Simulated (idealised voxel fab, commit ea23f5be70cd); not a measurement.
Presented below is a process module, voxel gate over fins.
The cross-section on display is named cut; it measures 160 nm wide, and its cells are 5 nm squares.
The cross-sections in this document take the form of a grid made of square cells. They are written out as bands, in order from top to bottom. Each band consists of one or more rows of cells.
Band entry format. Leading values: height of top, height of bottom, nm. Remainder: materials in left-to-right order, each with its width in nm. Special words: "full width" on a single material, which then fills the band edge to edge; "empty", empty space.
Height datum 0, below which the as-received substrate wafer is one material. Lowest band open at the bottom, running downward: "0 down".
Graded width ("30->40"): value in top row of band = first number; value in bottom row = second number; row-to-row change constant.
What does "nothing changed" mean for a step? It means no cell of the cross-section changed in that step.
Enclosed void entries: empty space of 8 cells or more with no open way to the top, each as width x height at its distance from the left edge, in nm
Text after the settings on a step's line: the simulator's own remark on that step.
"overlay nm" answers the question of how far to the right of plan the mask lay on a step that has a mask, and when it is negative the answer is to the left.

## So here's the lineup of process steps we planned
1,RECEIVE: material Si
2,CONFORMAL_DEP: material SiN, thk nm 5
3,DIRECTIONAL_DEP: material aC, thk nm 10
4,PATTERN: tone cover, mask id FINS, material resist, width nm 15, pitch nm 35, thk nm 30, overlay nm 0
5,DIRECTIONAL_ETCH: etch materials aC, depth nm 10
6,STRIP: etch materials resist
7,DIRECTIONAL_ETCH: etch materials SiN, depth nm 5
8,DIRECTIONAL_ETCH: etch materials Si, depth nm 30
9,STRIP: etch materials aC
10,OXIDIZE: depth nm 5
11,FILL_DEP: material SiO2, thk nm 10
12,CMP: height nm 5
13,SELECTIVE_ETCH: etch materials SiO2, depth nm 15
14,STRIP: etch materials SiN
15,CONFORMAL_DEP: material HfO2, thk nm 5
16,CONFORMAL_DEP: material TiN, thk nm 5
17,CONFORMAL_DEP: material TiAl, thk nm 5
18,CONFORMAL_DEP: material TiN, thk nm 5
19,FILL_DEP: material W, thk nm 10
20,CMP: height nm 25
21,CONFORMAL_DEP: material SiCN, thk nm 5

## As-received state of the wafer in cross-section, equivalent to post-step 1
  0 down: Si full width
  Enclosed void entries: none

## The first of two wafers, cross-sectioned at the end of the module, with the run proceeding as planned
  30 to 25: SiCN full width
  25 to 20: W full width
  20 to 15: 40 W | 80 TiN | 40 W
  15 to 10: 40 W | 5 TiN | 70 TiAl | 5 TiN | 40 W
  10 to 5: 45 TiN | 5 TiAl | 25 TiN | 10 TiAl | 25 TiN | 5 TiAl | 45 TiN
  5 to 0: 50 TiAl | 5 TiN | 15 HfO2 | 5 TiN | 10 TiAl | 5 TiN | 15 HfO2 | 5 TiN | 50 TiAl
  0 to -5: 55 TiN | 5 HfO2 | 5 Si | 5 HfO2 | 20 TiN | 5 HfO2 | 5 Si | 5 HfO2 | 55 TiN
  -5 to -10: 60 HfO2 | 5 Si | 30 HfO2 | 5 Si | 60 HfO2
  -10 to -35: 60 SiO2 | 5 Si | 30 SiO2 | 5 Si | 60 SiO2
  -35 down: Si full width
  Enclosed void entries: none

## Second wafer through the module, sectioned at the end: same beginning and same plan as the first wafer, with one mistake in carrying it out
  30 to 25: SiCN full width
  25 to 20: W full width
  20 to 15: 40 W | 80 TiN | 40 W
  15 to 10: 40 W | 5 TiN | 70 TiAl | 5 TiN | 40 W
  10 to 5: 45 TiN | 5 TiAl | 25 W | 10 TiAl | 25 W | 5 TiAl | 45 TiN
  5 to 0: 50 TiAl | 5 W | 15 HfO2 | 5 W | 10 TiAl | 5 W | 15 HfO2 | 5 W | 50 TiAl
  0 to -5: 55 W | 5 HfO2 | 5 Si | 5 HfO2 | 20 W | 5 HfO2 | 5 Si | 5 HfO2 | 55 W
  -5 to -10: 60 HfO2 | 5 Si | 30 HfO2 | 5 Si | 60 HfO2
  -10 to -35: 60 SiO2 | 5 Si | 30 SiO2 | 5 Si | 60 SiO2
  -35 down: Si full width
  Enclosed void entries: none
Misprocessing identified: step 16 was run on a setting that differed from the plan, and what really ran there is CONFORMAL_DEP: material W, thk nm 5
In the final state, the cell counts of the second wafer exceed or fall short of those of the first for the following materials: TiN: 40 fewer, W: 40 more
